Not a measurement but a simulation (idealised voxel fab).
Documented hereafter: the process module known as voxel released beams.
Each square cell in cross-section cut measures 5 nm, and the section as a whole is 250 nm wide.
When this document writes out a cross-section, it uses a grid of square cells and lists it as bands, beginning at the top and moving down, with a band standing for one or more rows of cells.
Basically the band line says how high the top is and how high the bottom is, in nm, and then what's in it from left to right, every material with its width in nm. Empty space shows up as "air", and if a single material carries "throughout" it runs the full band edge to edge.
Below 0: as-received wafer, all one material; heights counted from there. Lowest band: no bottom, goes on down, written "0 and below".
Per-row width for "30 to 40": begins at first number (top row of band), ends at second number (bottom row), increment between rows held constant.
Key: "nothing was modified" - step with no changed cell in the cross-section.
The label "Closed void table" introduces a list of the empty spaces, 8 cells or larger, that have no open way up to the top; each entry in it reads width x height at distance, where the distance is taken from the left edge and all three are stated in nm.
It should be noted that, on the line of a given step, the content following the step's settings is a remark produced by the simulator itself with respect to that step.
overlay nm, on a step with a mask: how far to the right of its planned place the mask lay; to the left if negative

-- Below is the list of planned process steps
| 1 | RECEIVE (material Si) |
| 2 | CONFORMAL_DEP (material SiN; thk nm 5) |
| 3 | DIRECTIONAL_DEP (material SiO2; thk nm 10) |
| 4 | PATTERN (tone open; mask id ANCHOR; material resist; width nm 15; thk nm 15; overlay nm 0) |
| 5 | DIRECTIONAL_ETCH (etch materials SiO2; depth nm 10) |
| 6 | STRIP (etch materials resist) |
| 7 | CONFORMAL_DEP (material W; thk nm 10) |
| 8 | DIRECTIONAL_DEP (material aC; thk nm 10) |
| 9 | PATTERN (tone cover; mask id BEAM; material resist; width nm 70; thk nm 25; overlay nm 0) |
| 10 | DIRECTIONAL_ETCH (etch materials aC; depth nm 10) |
| 11 | STRIP (etch materials resist) |
| 12 | DIRECTIONAL_ETCH (etch materials W; depth nm 10) |
| 13 | STRIP (etch materials aC) |
| 14 | STRIP (etch materials SiO2) |
The plan's step 4 width nm is the first wafer's value; the wafers differ in this setting and start identical.

-- First wafer of several, as received: cross-section after step 1
- 0 and below: Si throughout
- Closed void table: none

-- Row per wafer, end-of-module: cell gain (+)/loss (-) by material since the wafer came in, then closed voids
width nm 15; +50 SiN; +34 W; Closed void table: none
width nm 20; +50 SiN; +36 W; Closed void table: none
width nm 25; +50 SiN; +36 W; Closed void table: none
width nm 30; +50 SiN; +36 W; Closed void table: none
width nm 35; +50 SiN; +36 W; Closed void table: none
width nm 40; +50 SiN; +36 W; Closed void table: none
